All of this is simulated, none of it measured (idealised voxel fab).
Process module in this document: voxel capacitor over wiring
Xsec cut, 200 nm wide, square cell size 5 nm.
Cross-section layout: square cells on a grid; listed as bands, top to bottom; a band spans one or more cell rows. Quick guide to a band line: top height, bottom height (nm) up front; then every material left to right with its width in nm. Only one material and it's marked "full width"? Then it fills the band edge to edge. And "empty" just means empty space. Beneath 0, the wafer as received is one material, and that level is where height counting begins. The lowest band goes on downward without a bottom; it is written like "0 down". Top row gets the first number, bottom row gets the second, and each row in between changes by the same step: that is how a band width like "30->40" works. "nothing got changed" -> step changed no cross-section cell. "Closed internal voids" lists enclosed empty spaces (at least 8 cells, no open path upward to the top), each as width x height at distance from the left edge, in nm. If you see something after the settings on a step's line, that's the simulator's own remark about that step. Each step line may optionally specify "overlay nm", which for a step with a mask gives the rightward distance between the mask's planned place and where it lay, a negative value indicating the leftward direction.
**So here's the lineup of process steps we planned**
1 RECEIVE | material Si
2 CONFORMAL_DEP | material SiO2 | thk nm 15
3 DIRECTIONAL_DEP | material TiN | thk nm 5
4 DIRECTIONAL_DEP | material Ru | thk nm 25
5 PATTERN | tone cover | mask id METAL_1 | material resist | width nm 25 | pitch nm 85 | thk nm 20 | overlay nm 0
6 DIRECTIONAL_ETCH | etch materials Ru | depth nm 25
7 DIRECTIONAL_ETCH | etch materials TiN | depth nm 5
8 STRIP | etch materials resist
9 FILL_DEP | material SiO2 | thk nm 10
10 CMP | height nm 45
11 CONFORMAL_DEP | material SiCN | thk nm 5
12 DIRECTIONAL_DEP | material lowk | thk nm 20
13 MASKED_ETCH | tone open | mask id PLUG_1 | width nm 15 | etch materials lowk | depth nm 20 | overlay nm 0
14 MASKED_ETCH | tone open | mask id PLUG_1 | width nm 15 | etch materials SiCN | depth nm 5 | overlay nm 0
15 EPI | material Ru | thk nm 10
16 EPI | material Ru | thk nm 10
17 EPI | material Ru | thk nm 5
18 DIRECTIONAL_DEP | material TiN | thk nm 10
19 DIRECTIONAL_DEP | material HfO2 | thk nm 5
20 DIRECTIONAL_DEP | material TiN | thk nm 10
21 DIRECTIONAL_DEP | material aC | thk nm 10
22 PATTERN | tone cover | mask id UPPER_PLATE | material resist | width nm 65 | thk nm 30 | overlay nm 0
23 DIRECTIONAL_ETCH | etch materials aC | depth nm 10
24 STRIP | etch materials resist
25 DIRECTIONAL_ETCH | etch materials TiN | depth nm 10
26 DIRECTIONAL_ETCH | etch materials HfO2 | depth nm 5
27 STRIP | etch materials aC
28 DIRECTIONAL_DEP | material aC | thk nm 15
29 PATTERN | tone cover | mask id LOWER_PLATE | material resist | width nm 75 | thk nm 35 | overlay nm 0
30 DIRECTIONAL_ETCH | etch materials aC | depth nm 15
31 STRIP | etch materials resist
32 DIRECTIONAL_ETCH | etch materials TiN | depth nm 10
33 STRIP | etch materials aC
34 FILL_DEP | material SiO2 | thk nm 20
35 CMP | height nm 110
36 PATTERN | tone open | mask id PLUG_2 | material resist | width nm 15 | thk nm 15 | overlay nm 0
37 DIRECTIONAL_ETCH | etch materials SiO2 | depth nm 15
38 STRIP | etch materials resist
39 CONFORMAL_DEP | material TiN | thk nm 5
40 FILL_DEP | material Ru | thk nm 10
41 CMP | height nm 110
42 CONFORMAL_DEP | material SiN | thk nm 5
**Cross-section of the wafer at receipt, which is the condition after step 1**
  0 down  Si full width
  Closed internal voids: none
**As-planned run: cross-section of the first of two wafers at end of module**
  115 to 110  SiN full width
  110 to 100  SiO2 (65), then TiN (5), then Ru (5), then TiN (5), then SiO2 (120)
  100 to 95  SiO2 (65), then TiN (15), then SiO2 (120)
  95 to 85  SiO2 (55), then TiN (65), then SiO2 (80)
  85 to 80  SiO2 (55), then HfO2 (65), then SiO2 (80)
  80 to 70  SiO2 (50), then TiN (75), then SiO2 (75)
  70 to 50  lowk (55), then Ru (15), then lowk (130)
  50 to 45  SiCN (55), then Ru (15), then SiCN (130)
  45 to 20  SiO2 (45), then Ru (25), then SiO2 (60), then Ru (25), then SiO2 (45)
  20 to 15  SiO2 (45), then TiN (25), then SiO2 (60), then TiN (25), then SiO2 (45)
  15 to 0  SiO2 full width
  0 down  Si full width
  Closed internal voids: none
**Wafer two (of two), end-of-module cross-section: start = wafer one, plan = wafer one, one run mistake**
  115 to 110  SiN full width
  110 to 100  SiO2 (65), then TiN (5), then Ru (5), then TiN (5), then SiO2 (120)
  100 to 95  SiO2 (65), then TiN (15), then SiO2 (120)
  95 to 85  SiO2 (55), then TiN (65), then SiO2 (80)
  85 to 80  SiO2 (55), then HfO2 (65), then SiO2 (80)
  80 to 70  SiO2 (50), then TiN (75), then SiO2 (75)
  70 to 50  lowk (50), then Ru (25), then lowk (125)
  50 to 45  SiCN (55), then Ru (15), then SiCN (130)
  45 to 20  SiO2 (45), then Ru (25), then SiO2 (60), then Ru (25), then SiO2 (45)
  20 to 15  SiO2 (45), then TiN (25), then SiO2 (60), then TiN (25), then SiO2 (45)
  15 to 0  SiO2 full width
  0 down  Si full width
  Closed internal voids: none
What broke from the plan during processing? contrary to plan, step 13 was performed as MASKED_ETCH | tone open | mask id PLUG_1 | width nm 25 | etch materials lowk | depth nm 20 | overlay nm 0
In the final state, the cell counts of the second wafer exceed or fall short of those of the first for the following materials: Ru +8, lowk -8
